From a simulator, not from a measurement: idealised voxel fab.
The following process module bears the name voxel fin reveal.
The cross-section shown here is cut; it is 290 nm wide and divided into square cells measuring 5 nm on a side.
Cross-section spec: square-cell grid; bands listed top down; each band is one or more rows. Basically the band line says how high the top is and how high the bottom is, in nm, and then what's in it from left to right, every material with its width in nm. Empty space shows up as "air", and if a single material carries "edge to edge" it runs the full band edge to edge. Basically, 0 is our baseline, since under it the wafer straight out of the box is all one material. The bottom band has no lower end and keeps on going down, so it looks like "0 -> down". A width given as "30->40" starts at the first number in the band's top row and ends at the second number in its bottom row, shifting by an equal amount at every step from row to row. Given "nothing got changed" for a step, no cell of the cross-section differs between before and after that step. This entry, "Enclosed cavities", enumerates those empty regions of no fewer than 8 cells that possess no open connection to the top. Each region is reported in the form width x height at distance, the distance being taken from the left edge, with all three quantities expressed in nm. Text after the settings on a step's line: the simulator's own remark on that step. overlay nm, on a step with a mask: how far to the right of its planned place the mask lay; to the left if negative. If you're wondering how to read the rest of this, here's the deal. It's pairs of cross-sections: one from before a process step, one from after it. The after one is only drawn as far down as the lowest band that changed. Right under each pair you'll see which step sits between them and what its settings were. Don't read the pairs as one continuous story, though. They can come from different runs of this module on the same starting wafer, and a pair only carries on from the one above it where its entry headed "Structure before processing" says so.
**Structure before processing**
  5 -> 0  air 80 nm / SiN 15 nm / air 20 nm / SiN 15 nm / air 20 nm / SiN 15 nm / air 20 nm / SiN 15 nm / air 90 nm
  0 -> -35  air 80 nm / SiO2 5 nm / Si 5 nm / SiO2 5 nm / air 20 nm / SiO2 5 nm / Si 5 nm / SiO2 5 nm / air 20 nm / SiO2 5 nm / Si 5 nm / SiO2 5 nm / air 20 nm / SiO2 5 nm / Si 5 nm / SiO2 5 nm / air 90 nm
  -35 -> -40  SiO2 85 nm / Si 5 nm / SiO2 30 nm / Si 5 nm / SiO2 30 nm / Si 5 nm / SiO2 30 nm / Si 5 nm / SiO2 95 nm
  -40 -> down  Si edge to edge
  Enclosed cavities: none
**Section, Post-Step**
  20 -> 5  SiO2 edge to edge
  5 -> 0  SiO2 80 nm / SiN 15 nm / SiO2 20 nm / SiN 15 nm / SiO2 20 nm / SiN 15 nm / SiO2 20 nm / SiN 15 nm / SiO2 90 nm
  0 -> -40  SiO2 85 nm / Si 5 nm / SiO2 30 nm / Si 5 nm / SiO2 30 nm / Si 5 nm / SiO2 30 nm / Si 5 nm / SiO2 95 nm
  Unchanged below -40.
  Enclosed cavities: none
What step was run between the cross-section before it and the cross-section after it, both above? FILL_DEP,material SiO2,thk nm 15
Structure before processing: identical to the post-step cross-section of the immediately preceding pair.
**Section, Post-Step**
  5 -> 0  SiO2 80 nm / SiN 15 nm / SiO2 20 nm / SiN 15 nm / SiO2 20 nm / SiN 15 nm / SiO2 20 nm / SiN 15 nm / SiO2 90 nm
  Unchanged below 0.
  Enclosed cavities: none
What step was run between the cross-section before it and the cross-section after it, both above? CMP,height nm 5
Structure before processing: identical to the post-step cross-section of the immediately preceding pair.
**Section, Post-Step**
  5 -> 0  air 80 nm / SiN 15 nm / air 20 nm / SiN 15 nm / air 20 nm / SiN 15 nm / air 20 nm / SiN 15 nm / air 90 nm
  0 -> -20  air 85 nm / Si 5 nm / air 30 nm / Si 5 nm / air 30 nm / Si 5 nm / air 30 nm / Si 5 nm / air 95 nm
  Unchanged below -20.
  Enclosed cavities: none
What step was run between the cross-section before it and the cross-section after it, both above? SELECTIVE_ETCH,etch materials SiO2,depth nm 25
Structure before processing: identical to the post-step cross-section of the immediately preceding pair.
**Section, Post-Step**
  0 -> -20  air 85 nm / Si 5 nm / air 30 nm / Si 5 nm / air 30 nm / Si 5 nm / air 30 nm / Si 5 nm / air 95 nm
  Unchanged below -20.
  Enclosed cavities: none
What step was run between the cross-section before it and the cross-section after it, both above? STRIP,etch materials SiN
Structure before processing: identical to the post-step cross-section of the immediately preceding pair.
**Section, Post-Step**
  5 -> 0  air 80 nm / SiO2 15 nm / air 20 nm / SiO2 15 nm / air 20 nm / SiO2 15 nm / air 20 nm / SiO2 15 nm / air 90 nm
  0 -> -15  air 80 nm / SiO2 5 nm / Si 5 nm / SiO2 5 nm / air 20 nm / SiO2 5 nm / Si 5 nm / SiO2 5 nm / air 20 nm / SiO2 5 nm / Si 5 nm / SiO2 5 nm / air 20 nm / SiO2 5 nm / Si 5 nm / SiO2 5 nm / air 90 nm
  -15 -> -40  SiO2 85 nm / Si 5 nm / SiO2 30 nm / Si 5 nm / SiO2 30 nm / Si 5 nm / SiO2 30 nm / Si 5 nm / SiO2 95 nm
  Unchanged below -40.
  Enclosed cavities: none
What step was run between the cross-section before it and the cross-section after it, both above? CONFORMAL_DEP,material SiO2,thk nm 5
**Structure before processing**
  0 -> -20  air 90 nm / Si 5 nm / air 30 nm / Si 5 nm / air 30 nm / Si 5 nm / air 30 nm / Si 5 nm / air 90 nm
  -20 -> -40  SiO2 90 nm / Si 5 nm / SiO2 30 nm / Si 5 nm / SiO2 30 nm / Si 5 nm / SiO2 30 nm / Si 5 nm / SiO2 90 nm
  -40 -> down  Si edge to edge
  Enclosed cavities: none
**Section, Post-Step**
  5 -> 0  air 85 nm / SiN 15 nm / air 20 nm / SiN 15 nm / air 20 nm / SiN 15 nm / air 20 nm / SiN 15 nm / air 85 nm
  0 -> -15  air 85 nm / SiN 5 nm / Si 5 nm / SiN 5 nm / air 20 nm / SiN 5 nm / Si 5 nm / SiN 5 nm / air 20 nm / SiN 5 nm / Si 5 nm / SiN 5 nm / air 20 nm / SiN 5 nm / Si 5 nm / SiN 5 nm / air 85 nm
  -15 -> -20  SiN 90 nm / Si 5 nm / SiN 30 nm / Si 5 nm / SiN 30 nm / Si 5 nm / SiN 30 nm / Si 5 nm / SiN 90 nm
  Unchanged below -20.
  Enclosed cavities: none
What step was run between the cross-section before it and the cross-section after it, both above? CONFORMAL_DEP,material SiN,thk nm 5
**Structure before processing**
  20 -> 5  aC edge to edge
  5 -> 0  SiN edge to edge
  0 -> down  Si edge to edge
  Enclosed cavities: none
**Section, Post-Step**
  50 -> 20  resist 85 nm / air 15 nm / resist 20 nm / air 15 nm / resist 20 nm / air 15 nm / resist 20 nm / air 15 nm / resist 85 nm
  Unchanged below 20.
  Enclosed cavities: none
What step was run between the cross-section before it and the cross-section after it, both above? PATTERN,tone open,mask id FINS,material resist,width nm 15,pitch nm 35,thk nm 30,overlay nm 0
Structure before processing: identical to the post-step cross-section of the immediately preceding pair.
**Section, Post-Step**
  35 -> 20  resist 85 nm / air 15 nm / resist 20 nm / air 15 nm / resist 20 nm / air 15 nm / resist 20 nm / air 15 nm / resist 85 nm
  20 -> 5  aC 85 nm / air 15 nm / aC 20 nm / air 15 nm / aC 20 nm / air 15 nm / aC 20 nm / air 15 nm / aC 85 nm
  Unchanged below 5.
  Enclosed cavities: none
What step was run between the cross-section before it and the cross-section after it, both above? DIRECTIONAL_ETCH,etch materials aC,depth nm 15
Structure before processing: identical to the post-step cross-section of the immediately preceding pair.
**Section, Post-Step**
  20 -> 5  aC 85 nm / air 15 nm / aC 20 nm / air 15 nm / aC 20 nm / air 15 nm / aC 20 nm / air 15 nm / aC 85 nm
  Unchanged below 5.
  Enclosed cavities: none
What step was run between the cross-section before it and the cross-section after it, both above? STRIP,etch materials resist
Structure before processing: identical to the post-step cross-section of the immediately preceding pair.
**Section, Post-Step**
  20 -> 5  aC 85 nm / air 15 nm / aC 20 nm / air 15 nm / aC 20 nm / air 15 nm / aC 20 nm / air 15 nm / aC 85 nm
  5 -> 0  SiN 85 nm / air 15 nm / SiN 20 nm / air 15 nm / SiN 20 nm / air 15 nm / SiN 20 nm / air 15 nm / SiN 85 nm
  Unchanged below 0.
  Enclosed cavities: none
What step was run between the cross-section before it and the cross-section after it, both above? DIRECTIONAL_ETCH,etch materials SiN,depth nm 5
Structure before processing: identical to the post-step cross-section of the immediately preceding pair.
**Section, Post-Step**
  20 -> 5  aC 85 nm / air 15 nm / aC 20 nm / air 15 nm / aC 20 nm / air 15 nm / aC 20 nm / air 15 nm / aC 85 nm
  5 -> 0  SiN 85 nm / air 15 nm / SiN 20 nm / air 15 nm / SiN 20 nm / air 15 nm / SiN 20 nm / air 15 nm / SiN 85 nm
  0 -> -35  Si 85 nm / air 15 nm / Si 20 nm / air 15 nm / Si 20 nm / air 15 nm / Si 20 nm / air 15 nm / Si 85 nm
  Unchanged below -35.
  Enclosed cavities: none
What step was run between the cross-section before it and the cross-section after it, both above? DIRECTIONAL_ETCH,etch materials Si,depth nm 35
Structure before processing: identical to the post-step cross-section of the immediately preceding pair.
**Section, Post-Step**
  5 -> 0  SiN 85 nm / air 15 nm / SiN 20 nm / air 15 nm / SiN 20 nm / air 15 nm / SiN 20 nm / air 15 nm / SiN 85 nm
  Unchanged below 0.
  Enclosed cavities: none
What step was run between the cross-section before it and the cross-section after it, both above? STRIP,etch materials aC
Structure before processing: identical to the post-step cross-section of the immediately preceding pair.
**Section, Post-Step**
  5 -> 0  SiN 85 nm / air 15 nm / SiN 20 nm / air 15 nm / SiN 20 nm / air 15 nm / SiN 20 nm / air 15 nm / SiN 85 nm
  0 -> -35  Si 80 nm / SiO2 5 nm / air 15 nm / SiO2 5 nm / Si 10 nm / SiO2 5 nm / air 15 nm / SiO2 5 nm / Si 10 nm / SiO2 5 nm / air 15 nm / SiO2 5 nm / Si 10 nm / SiO2 5 nm / air 15 nm / SiO2 5 nm / Si 80 nm
  -35 -> -40  Si 80 nm / SiO2 25 nm / Si 10 nm / SiO2 25 nm / Si 10 nm / SiO2 25 nm / Si 10 nm / SiO2 25 nm / Si 80 nm
  Unchanged below -40.
  Enclosed cavities: none
What step was run between the cross-section before it and the cross-section after it, both above? OXIDIZE,depth nm 5
Structure before processing: identical to the post-step cross-section of the immediately preceding pair.
**Section, Post-Step**
  20 -> 5  SiO2 edge to edge
  5 -> 0  SiN 85 nm / SiO2 15 nm / SiN 20 nm / SiO2 15 nm / SiN 20 nm / SiO2 15 nm / SiN 20 nm / SiO2 15 nm / SiN 85 nm
  0 -> -40  Si 80 nm / SiO2 25 nm / Si 10 nm / SiO2 25 nm / Si 10 nm / SiO2 25 nm / Si 10 nm / SiO2 25 nm / Si 80 nm
  Unchanged below -40.
  Enclosed cavities: none
What step was run between the cross-section before it and the cross-section after it, both above? FILL_DEP,material SiO2,thk nm 15
Structure before processing: identical to the post-step cross-section of the immediately preceding pair.
**Section, Post-Step**
  5 -> 0  SiN 85 nm / SiO2 15 nm / SiN 20 nm / SiO2 15 nm / SiN 20 nm / SiO2 15 nm / SiN 20 nm / SiO2 15 nm / SiN 85 nm
  Unchanged below 0.
  Enclosed cavities: none
What step was run between the cross-section before it and the cross-section after it, both above? CMP,height nm 5
Structure before processing: identical to the post-step cross-section of the immediately preceding pair.
**Section, Post-Step**
  5 -> 0  SiN 85 nm / air 15 nm / SiN 20 nm / air 15 nm / SiN 20 nm / air 15 nm / SiN 20 nm / air 15 nm / SiN 85 nm
  0 -> -20  Si 80 nm / air 25 nm / Si 10 nm / air 25 nm / Si 10 nm / air 25 nm / Si 10 nm / air 25 nm / Si 80 nm
  Unchanged below -20.
  Enclosed cavities: none
What step was run between the cross-section before it and the cross-section after it, both above? SELECTIVE_ETCH,etch materials SiO2,depth nm 25
Structure before processing: identical to the post-step cross-section of the immediately preceding pair.
**Section, Post-Step**
  0 -> -20  Si 80 nm / air 25 nm / Si 10 nm / air 25 nm / Si 10 nm / air 25 nm / Si 10 nm / air 25 nm / Si 80 nm
  Unchanged below -20.
  Enclosed cavities: none
What step was run between the cross-section before it and the cross-section after it, both above? STRIP,etch materials SiN
Structure before processing: identical to the post-step cross-section of the immediately preceding pair.
**Section, Post-Step**
  5 -> 0  SiO2 85 nm / air 15 nm / SiO2 20 nm / air 15 nm / SiO2 20 nm / air 15 nm / SiO2 20 nm / air 15 nm / SiO2 85 nm
  0 -> -15  Si 80 nm / SiO2 5 nm / air 15 nm / SiO2 5 nm / Si 10 nm / SiO2 5 nm / air 15 nm / SiO2 5 nm / Si 10 nm / SiO2 5 nm / air 15 nm / SiO2 5 nm / Si 10 nm / SiO2 5 nm / air 15 nm / SiO2 5 nm / Si 80 nm
  -15 -> -40  Si 80 nm / SiO2 25 nm / Si 10 nm / SiO2 25 nm / Si 10 nm / SiO2 25 nm / Si 10 nm / SiO2 25 nm / Si 80 nm
  Unchanged below -40.
  Enclosed cavities: none
What step was run between the cross-section before it and the cross-section after it, both above? CONFORMAL_DEP,material SiO2,thk nm 5
